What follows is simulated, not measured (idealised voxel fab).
Presented below is a process module, voxel capacitor over wiring.
Shown is cross-section cut, with a width of 280 nm and square cells of size 5 nm.
Cross-section, as written here: a square-cell grid given band by band from the top down, where a band holds one or more rows of cells.
Band entry format. Leading values: height of top, height of bottom, nm. Remainder: materials in left-to-right order, each with its width in nm. Special words: "full width" on a single material, which then fills the band edge to edge; "air", empty space.
Convention: height 0 is the level below which the wafer, as received, is all one material. The lowest band does not terminate at the bottom but continues downward, represented as "0 -> down".
So if you see something like "30..40" for the width, read it as the top row of the band sitting at the first number and the bottom row at the second, with every row in between moving by the same amount as the last.
You'll sometimes find "no alterations made" written for a step, and that's the way of saying that nowhere in the cross-section did a cell change during that step.
Heads up: "Completely enclosed voids" only lists the empty pockets with no open path to the top that are 8 cells or more, and it writes them as width x height at distance, distance from the left edge, in nm.
Anything after a step's settings on that line? It's the simulator's own note about the step.
"overlay nm" denotes, for a step that has a mask, the displacement of the mask to the right of its planned place, with negative values corresponding to the left.
List of planned process steps:
- 1: RECEIVE | material Si
- 2: CONFORMAL_DEP | material SiO2 | thk nm 15
- 3: CONFORMAL_DEP | material SiN | thk nm 5
- 4: DIRECTIONAL_DEP | material lowk | thk nm 20
- 5: PATTERN | tone open | mask id METAL_1 | material resist | width nm 30 | pitch nm 80 | thk nm 15 | overlay nm 0
- 6: DIRECTIONAL_ETCH | etch materials lowk | depth nm 20
- 7: DIRECTIONAL_ETCH | etch materials SiN | depth nm 5
- 8: STRIP | etch materials resist
- 9: CONFORMAL_DEP | material TiN | thk nm 5
- 10: FILL_DEP | material W | thk nm 5
- 11: CMP | height nm 40
- 12: CONFORMAL_DEP | material SiCN | thk nm 5
- 13: DIRECTIONAL_DEP | material SiO2 | thk nm 10
- 14: DIRECTIONAL_DEP | material aC | thk nm 10
- 15: PATTERN | tone open | mask id PLUG_1 | material resist | width nm 15 | thk nm 30 | overlay nm 0
- 16: DIRECTIONAL_ETCH | etch materials aC | depth nm 10
- 17: STRIP | etch materials resist
- 18: DIRECTIONAL_ETCH | etch materials SiO2 | depth nm 10
- 19: DIRECTIONAL_ETCH | etch materials SiCN | depth nm 5
- 20: STRIP | etch materials aC
- 21: CONFORMAL_DEP | material TiN | thk nm 5
- 22: FILL_DEP | material Ru | thk nm 5
- 23: CMP | height nm 55
- 24: DIRECTIONAL_DEP | material TiN | thk nm 10
- 25: DIRECTIONAL_DEP | material Al2O3 | thk nm 5
- 26: DIRECTIONAL_DEP | material TiN | thk nm 5
- 27: MASKED_ETCH | tone cover | mask id UPPER_PLATE | width nm 55 | etch materials TiN | depth nm 5 | overlay nm 0
- 28: MASKED_ETCH | tone cover | mask id UPPER_PLATE | width nm 55 | etch materials Al2O3 | depth nm 5 | overlay nm 0
- 29: PATTERN | tone cover | mask id LOWER_PLATE | material resist | width nm 65 | thk nm 15 | overlay nm 0
- 30: DIRECTIONAL_ETCH | etch materials TiN | depth nm 10
- 31: STRIP | etch materials resist
- 32: FILL_DEP | material SiO2 | thk nm 15
- 33: CMP | height nm 85
- 34: PATTERN | tone open | mask id PLUG_2 | material resist | width nm 15 | thk nm 15 | overlay nm 0
- 35: DIRECTIONAL_ETCH | etch materials SiO2 | depth nm 10
- 36: STRIP | etch materials resist
- 37: CONFORMAL_DEP | material TiN | thk nm 5
- 38: FILL_DEP | material Cu | thk nm 5
- 39: CMP | height nm 85
- 40: CONFORMAL_DEP | material SiCN | thk nm 5
Wafer as received: cross-section following step 1:
  0 -> down = Si full width
  Completely enclosed voids: none
Module complete - cross-section of the first of two wafers, run according to plan:
  90 -> 85 = SiCN full width
  85 -> 80 = 110 nm SiO2, then 5 nm TiN, then 5 nm Cu, then 5 nm TiN, then 155 nm SiO2
  80 -> 70 = 110..100 nm SiO2, then 15..55 nm TiN, then 155..125 nm SiO2
  70 -> 65 = 100 nm SiO2, then 55 nm Al2O3, then 125 nm SiO2
  65 -> 55 = 95 nm SiO2, then 65 nm TiN, then 120 nm SiO2
  55 -> 45 = 100 nm SiO2, then 5 nm TiN, then 5 nm Ru, then 5 nm TiN, then 165 nm SiO2
  45 -> 40 = 100 nm SiCN, then 15 nm TiN, then 165 nm SiCN
  40 -> 20 = 85 nm lowk, then 5 nm TiN, then 20 nm W, then 5 nm TiN, then 50 nm lowk, then 5 nm TiN, then 20 nm W, then 5 nm TiN, then 85 nm lowk
  20 -> 15 = 85 nm SiN, then 30 nm TiN, then 50 nm SiN, then 30 nm TiN, then 85 nm SiN
  15 -> 0 = SiO2 full width
  0 -> down = Si full width
  Completely enclosed voids: none
Cross-sectional view of the second of two wafers upon completion of the module. This wafer shared its starting condition and process plan with the first; one error was made during its execution:
  90 -> 85 = SiCN full width
  85 -> 80 = 110 nm SiO2, then 5 nm TiN, then 5 nm Cu, then 5 nm TiN, then 155 nm SiO2
  80 -> 70 = 110..100 nm SiO2, then 15..55 nm TiN, then 155..125 nm SiO2
  70 -> 65 = 100 nm SiO2, then 55 nm Al2O3, then 125 nm SiO2
  65 -> 55 = 95 nm SiO2, then 65 nm TiN, then 120 nm SiO2
  55 -> 45 = 100 nm SiO2, then 5 nm TiN, then 5 nm Ru, then 5 nm TiN, then 165 nm SiO2
  45 -> 40 = 100 nm SiCN, then 15 nm TiN, then 165 nm SiCN
  40 -> 35 = 85 nm lowk, then 5 nm TiN, then 20 nm W, then 5 nm TiN, then 50 nm lowk, then 5 nm TiN, then 20 nm W, then 5 nm TiN, then 85 nm lowk
  35 -> 30 = 85 nm SiN, then 30 nm TiN, then 50 nm SiN, then 30 nm TiN, then 85 nm SiN
  30 -> 0 = SiO2 full width
  0 -> down = Si full width
  Completely enclosed voids: none
Error vs. plan: the plan had its step 2 run twice
Counted in cells at the end, the second wafer holds more or fewer of these materials than the first: SiO2 +168, TiN -12, W -24, lowk -132
